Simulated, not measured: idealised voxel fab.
process module | voxel lift off
cross-section cut | 220 nm wide | cells 5 nm
A cross-section is a grid of square cells, given in bands from the top down. A band is one or more rows of cells.
Each band's line starts with the height of the band's top and of its bottom, in nm. Then come its materials from left to right, each with its width in nm. One material with "throughout" fills the band from edge to edge. "air" is empty space.
Height 0 is the level under which the wafer as received is all one material. The lowest band goes on downwards, as in "0 down".
A width such as "30 to 40" changes by the same amount from each row of cells to the next, from the band's top row to its bottom row.
"no change" after a step means that no cell of the cross-section changed.
closed voids: empty space of 8 cells or more with no open way to the top, each as width x height at its distance from the left edge, in nm
after a step's settings: what the simulator itself notes on the step
overlay nm, on a step with a mask: how far to the right of its planned place the mask lay; to the left if negative
plan
1 op RECEIVE | material Si
2 op CONFORMAL_DEP | material SiO2 | thk nm 10
3 op PATTERN | tone open | mask id LINES | material resist | width nm 30 | pitch nm 50 | thk nm 25 | overlay nm 0
4 op DIRECTIONAL_DEP | material Ru | thk nm 15
5 op STRIP | etch materials resist
6 op CONFORMAL_DEP | material SiO2 | thk nm 5
first wafer, as planned
as received, after step 1
  0 down: Si throughout
  closed voids: none
after step 2
  10 to 0: SiO2 throughout
  below 0: unchanged
after step 3
  35 to 10: resist 70 | air 30 | resist 20 | air 30 | resist 70
  below 10: unchanged
after step 4
  50 to 35: Ru 70 | air 30 | Ru 20 | air 30 | Ru 70
  35 to 25: resist 70 | air 30 | resist 20 | air 30 | resist 70
  25 to 10: resist 70 | Ru 30 | resist 20 | Ru 30 | resist 70
  below 10: unchanged
after step 5
  25 to 10: air 70 | Ru 30 | air 20 | Ru 30 | air 70
  below 10: unchanged
after step 6
  30 to 25: air 65 | SiO2 40 | air 10 | SiO2 40 | air 65
  25 to 15: air 65 | SiO2 5 | Ru 30 | SiO2 5 | air 10 | SiO2 5 | Ru 30 | SiO2 5 | air 65
  15 to 10: SiO2 70 | Ru 30 | SiO2 20 | Ru 30 | SiO2 70
  below 10: unchanged
second wafer: like start, like plan, one mistake. Through step 1 it matches the first wafer
when step 2 should have ended
  5 to 0: SiO2 throughout
  below 0: unchanged
when step 3 should have ended
  30 to 5: resist 70 | air 30 | resist 20 | air 30 | resist 70
  below 5: unchanged
when step 4 should have ended
  45 to 30: Ru 70 | air 30 | Ru 20 | air 30 | Ru 70
  30 to 20: resist 70 | air 30 | resist 20 | air 30 | resist 70
  20 to 5: resist 70 | Ru 30 | resist 20 | Ru 30 | resist 70
  below 5: unchanged
when step 5 should have ended
  20 to 5: air 70 | Ru 30 | air 20 | Ru 30 | air 70
  below 5: unchanged
when step 6 should have ended
  25 to 20: air 65 | SiO2 40 | air 10 | SiO2 40 | air 65
  20 to 10: air 65 | SiO2 5 | Ru 30 | SiO2 5 | air 10 | SiO2 5 | Ru 30 | SiO2 5 | air 65
  10 to 5: SiO2 70 | Ru 30 | SiO2 20 | Ru 30 | SiO2 70
  below 5: unchanged
what went wrong: step 2 ran as: op CONFORMAL_DEP | material SiO2 | thk nm 5
at the end the second wafer has, in cells: 44 fewer of SiO2
